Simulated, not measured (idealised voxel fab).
The document below concerns the process module designated voxel air gaps.
Cross-sectional view cut (width: 290 nm; square cell size: 5 nm).
Think of the cross-section as a grid of square cells. We describe it in bands, top to bottom, and each band covers one or more rows of those cells. This entry defines a band. It first specifies the height of the band's top and the height of its bottom in nm, and then specifies the band's materials from left to right, stating each material with its width in nm. The word "edge to edge" identifies a single material that fills the band from edge to edge, while the word "air" identifies empty space. Below 0: as-received wafer, all one material; heights counted from there. Lowest band: no bottom, goes on down, written "0..down". The two numbers in a width such as "30..40" mark its ends across the band: the first belongs to the top row of cells, the second to the bottom row, and from each row to the next the width moves by the same amount. "nothing was modified" for a step: no cell of the cross-section changed in that step. Reported under the label "Unvented voids" are the empty spaces having no open way to the top and comprising 8 cells or more; the notation for each is width x height at distance, in which the distance is measured from the left edge and all three values are in nm. Heads up: the bit after the settings on a step's line is the simulator's remark on that step. The "overlay nm" setting may appear on a step's line; for a step that uses a mask, it gives how far to the right of its planned position the mask lay, and a negative value indicates the left.

### Steps in the process plan
1. RECEIVE: material Si
2. CONFORMAL_DEP: material SiO2, thk nm 15
3. CONFORMAL_DEP: material SiN, thk nm 5
4. DIRECTIONAL_DEP: material SiO2, thk nm 40
5. PATTERN: tone open, mask id LINES, material resist, width nm 25, pitch nm 50, thk nm 15, overlay nm 0
6. DIRECTIONAL_ETCH: etch materials SiO2, depth nm 40
7. STRIP: etch materials resist
8. CONFORMAL_DEP: material TiN, thk nm 5
9. FILL_DEP: material Ru, thk nm 5
10. CMP: height nm 60
11. EPI: material Ru, thk nm 10
12. SELECTIVE_ETCH: etch materials SiO2, depth nm 50
13. CONFORMAL_DEP: material SiCN, thk nm 5

### Cross-section of the incoming wafer, state after step 1
  0..down  Si edge to edge
  Unvented voids: none

### The following cross-section depicts the wafer upon conclusion of the module. Processing commenced from the starting condition illustrated above and adhered to the plan illustrated above, save for one mistake in execution
  75..70  65 of air | 155 of SiCN | 70 of air
  70..60  65 of air | 5 of SiCN | 45 of Ru | 5 of SiCN | 45 of Ru | 5 of SiCN | 45 of Ru | 5 of SiCN | 70 of air
  60..55  65 of air | 15 of SiCN | 5 of TiN | 15 of Ru | 5 of TiN | 25 of SiCN | 5 of TiN | 15 of Ru | 5 of TiN | 25 of SiCN | 5 of TiN | 15 of Ru | 5 of TiN | 15 of SiCN | 70 of air
  55..40  75 of air | 5 of SiCN | 5 of TiN | 15 of Ru | 5 of TiN | 5 of SiCN | 15 of air | 5 of SiCN | 5 of TiN | 15 of Ru | 5 of TiN | 5 of SiCN | 15 of air | 5 of SiCN | 5 of TiN | 15 of Ru | 5 of TiN | 5 of SiCN | 80 of air
  40..35  80 of SiCN | 25 of TiN | 25 of SiCN | 25 of TiN | 25 of SiCN | 25 of TiN | 85 of SiCN
  35..30  SiN edge to edge
  30..0  SiO2 edge to edge
  0..down  Si edge to edge
  Unvented voids: 15 x 15 at 110; 15 x 15 at 160
Misprocessing identified: plan step 2 ran twice
